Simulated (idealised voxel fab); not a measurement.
Name of the process module below: voxel spacer lines
It is cross-section cut that appears here, measuring 140 nm in width, its square cells being 5 nm in size.
The cross-sections in this document take the form of a grid made of square cells. They are written out as bands, in order from top to bottom. Each band consists of one or more rows of cells. Basically the band line says how high the top is and how high the bottom is, in nm, and then what's in it from left to right, every material with its width in nm. Empty space shows up as "empty", and if a single material carries "throughout" it runs the full band edge to edge. Measure heights from 0. That's the level where, below it, the as-received wafer is all one material. The lowest band is bottomless and extends downward; write it as in "top 0, no bottom". Read "30->40" as a graded width: first number on top, second number at the bottom, same change between each pair of neighbouring rows. "everything unchanged" -> step changed no cross-section cell. If an empty space has no open way to the top and is at least 8 cells in size, "Enclosed internal cavities" lists it, written width x height at distance, where distance is measured from the left edge and every value is in nm. Text after the settings on a step's line: the simulator's own remark on that step. When a step includes a mask, the "overlay nm" setting on its line states how far to the right of its planned place that mask lay, and negative values state how far to the left.
## Process steps (planned)
- 1: RECEIVE (material Si)
- 2: CONFORMAL_DEP (material SiO2; thk nm 5)
- 3: DIRECTIONAL_DEP (material W; thk nm 20)
- 4: DIRECTIONAL_DEP (material aC; thk nm 30)
- 5: PATTERN (tone cover; mask id MANDREL; material resist; width nm 15; pitch nm 80; thk nm 40; overlay nm 0)
- 6: DIRECTIONAL_ETCH (etch materials aC; depth nm 30)
- 7: STRIP (etch materials resist)
- 8: CONFORMAL_DEP (material SiN; thk nm 15)
- 9: DIRECTIONAL_ETCH (etch materials SiN; depth nm 15)
- 10: STRIP (etch materials aC)
- 11: DIRECTIONAL_ETCH (etch materials W; depth nm 20)
- 12: STRIP (etch materials SiN)
- 13: FILL_DEP (material SiO2; thk nm 5)
- 14: CMP (height nm 25)
Keep in mind the plan's value for the width nm of step 5 comes from the first wafer; the wafers don't share that setting, but they do share the same starting point.
## After step 1, as received: first of several wafers, cross-section
> top 0, no bottom: Si throughout
> Enclosed internal cavities: none
## Per-wafer rows below. For each material: cells gained (+) or lost (-) since the wafer was received, as of end of module. Then: closed voids
width nm 15, +92 SiO2, +48 W, Enclosed internal cavities: none
width nm 20, +92 SiO2, +48 W, Enclosed internal cavities: none
width nm 25, +92 SiO2, +48 W, Enclosed internal cavities: none
width nm 30, +92 SiO2, +48 W, Enclosed internal cavities: none
